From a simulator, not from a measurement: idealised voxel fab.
A process module follows: voxel self aligned contacts.
Displayed cross-section: cut, width of 280 nm, square cells sized 5 nm.
Heads up, the way a cross-section reads in here is a grid of square cells, handed over as bands from the top down, with every band being one or more rows of cells. What a band's entry tells you: where the top is and where the bottom is, as heights in nm, and after that what lies inside, material by material from left to right, each with its width in nm. Empty space is written as the word "blank", and a single material marked with the word "edge to edge" occupies the band from edge to edge. For the purposes of this specification, 0 denotes the height below which the wafer in its as-received condition is composed wholly of one material, and the lowermost band, lacking a lower limit, extends downward without end, as expressed in "0 down". The expression "30..40" gives the width at the extremes of the band, the first number at its top row of cells and the second at its bottom row, with the width changing by equal amounts from each row to the next in between. Key: "no alteration" - step with no changed cell in the cross-section. Each empty space that has no open way to the top and spans at least 8 cells appears under "Fully enclosed voids" as width x height at distance, the distance counted from the left edge, all in nm. It should be noted that, on the line of a given step, the content following the step's settings is a remark produced by the simulator itself with respect to that step. Each step line may optionally specify "overlay nm", which for a step with a mask gives the rightward distance between the mask's planned place and where it lay, a negative value indicating the leftward direction.

-- Here's what the planned process steps look like
1: RECEIVE | material Si
2: CONFORMAL_DEP | material SiO2 | thk nm 5
3: DIRECTIONAL_DEP | material polySi | thk nm 30
4: DIRECTIONAL_DEP | material SiN | thk nm 15
5: MASKED_ETCH | tone cover | mask id GATE | width nm 15 | pitch nm 60 | etch materials SiN | depth nm 15 | overlay nm 0
6: MASKED_ETCH | tone cover | mask id GATE | width nm 25 | pitch nm 60 | etch materials polySi | depth nm 30 | overlay nm 0
7: CONFORMAL_DEP | material SiN | thk nm 5
8: DIRECTIONAL_ETCH | etch materials SiN | depth nm 5
9: FILL_DEP | material SiO2 | thk nm 20
10: CMP | height nm 60
11: PATTERN | tone open | mask id CONTACT | material resist | width nm 45 | thk nm 15 | overlay nm 0
12: DIRECTIONAL_ETCH | etch materials SiO2 | depth nm 60
13: STRIP | etch materials resist
14: CONFORMAL_DEP | material TiN | thk nm 5
15: FILL_DEP | material Ru | thk nm 5
16: CMP | height nm 60
17: CONFORMAL_DEP | material SiN | thk nm 5
Heads up: all these wafers start the same, and what changes between them is the width nm in step 5. The value you see in the plan is just what the first wafer got.

-- The first of several wafers as received, shown in cross-section; this is its state after step 1
> 0 down: Si edge to edge
> Fully enclosed voids: none

-- Quick key for the table: a row per wafer, taken at the end of the module. For each material it tells you how many cells the wafer gained (+) or lost (-) since it came in, and the closed voids come after
width nm 15 | +43 Ru | +110 SiN | +484 SiO2 | +31 TiN | +60 polySi | Fully enclosed voids: none
width nm 20 | +40 Ru | +116 SiN | +481 SiO2 | +31 TiN | +60 polySi | Fully enclosed voids: none
width nm 25 | +37 Ru | +122 SiN | +478 SiO2 | +31 TiN | +60 polySi | Fully enclosed voids: none
width nm 30 | +27 Ru | +128 SiN | +470 SiO2 | +31 TiN | +72 polySi | Fully enclosed voids: none
width nm 35 | +17 Ru | +134 SiN | +462 SiO2 | +31 TiN | +84 polySi | Fully enclosed voids: none
width nm 40 | +7 Ru | +140 SiN | +454 SiO2 | +31 TiN | +96 polySi | Fully enclosed voids: none
